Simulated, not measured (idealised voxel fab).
Module name: voxel ribs on slabs (process module)
Pictured: cross-section cut, 185 nm wide, on a grid of 5 nm square cells.
How to read a cross-section here: the picture is a grid of square cells, written as bands going from the top down, and any band can span one or more rows of cells.
Per band: top height and bottom height in nm, followed by the left-to-right materials and their widths in nm; "throughout" marks a single material spanning edge to edge, "empty" marks empty space.
Basically, 0 is our baseline, since under it the wafer straight out of the box is all one material. The bottom band has no lower end and keeps on going down, so it looks like "0..down".
A width given as "30..40" starts at the first number in the band's top row and ends at the second number in its bottom row, shifting by an equal amount at every step from row to row.
"no change" -> step changed no cross-section cell.
This entry, "Cavities, sealed", enumerates those empty regions of no fewer than 8 cells that possess no open connection to the top. Each region is reported in the form width x height at distance, the distance being taken from the left edge, with all three quantities expressed in nm.
What comes after the settings on a step's line is commentary from the simulator itself on that step.
overlay nm: where the mask lay relative to plan, measured to the right, on steps with a mask; negatives go left.

This section lists the process steps that were planned:
1) RECEIVE (material Si)
2) DIRECTIONAL_DEP (material SiO2; thk nm 20)
3) DIRECTIONAL_DEP (material polySi; thk nm 15)
4) MASKED_ETCH (tone cover; mask id RIB; width nm 15; etch materials polySi; depth nm 5; overlay nm 0)
5) MASKED_ETCH (tone cover; mask id SLAB; width nm 55; etch materials polySi; depth nm 10; overlay nm 0)
6) FILL_DEP (material SiO2; thk nm 20)
7) CMP (height nm 45)
8) DIRECTIONAL_DEP (material TiN; thk nm 5)
9) DIRECTIONAL_DEP (material aC; thk nm 10)
10) PATTERN (tone cover; mask id HEATER; material resist; width nm 25; thk nm 30; overlay nm 0)
11) DIRECTIONAL_ETCH (etch materials aC; depth nm 10)
12) STRIP (etch materials resist)
13) DIRECTIONAL_ETCH (etch materials TiN; depth nm 5)
14) STRIP (etch materials aC)
15) CONFORMAL_DEP (material SiN; thk nm 5)

Cross-section: wafer on arrival = after step 1:
> 0..down: Si throughout
> Cavities, sealed: none

Looking at the first of two wafers in cross-section at end of module - ran to plan:
> 55..50: 75 empty / 35 SiN / 75 empty
> 50..45: 80 SiN / 25 TiN / 80 SiN
> 45..35: SiO2 throughout
> 35..30: 85 SiO2 / 15 polySi / 85 SiO2
> 30..20: 65 SiO2 / 55 polySi / 65 SiO2
> 20..0: SiO2 throughout
> 0..down: Si throughout
> Cavities, sealed: none

Here's the second of our two wafers sectioned at module end. Same start as the first, same plan, but one mistake got made running it:
> 55..50: 75 empty / 35 SiN / 75 empty
> 50..45: 80 SiN / 25 TiN / 80 SiN
> 45..35: SiO2 throughout
> 35..30: 85 SiO2 / 15 polySi / 85 SiO2
> 30..20: 65 SiO2 / 60 polySi / 60 SiO2
> 20..0: SiO2 throughout
> 0..down: Si throughout
> Cavities, sealed: none
Where did the run depart from the plan? heads up, step 5 didn't go per plan, it actually ran as MASKED_ETCH (tone cover; mask id SLAB; width nm 60; etch materials polySi; depth nm 10; overlay nm 0)
End check, counted in cells, second wafer has more or fewer of these materials than the first: -2 SiO2; +2 polySi
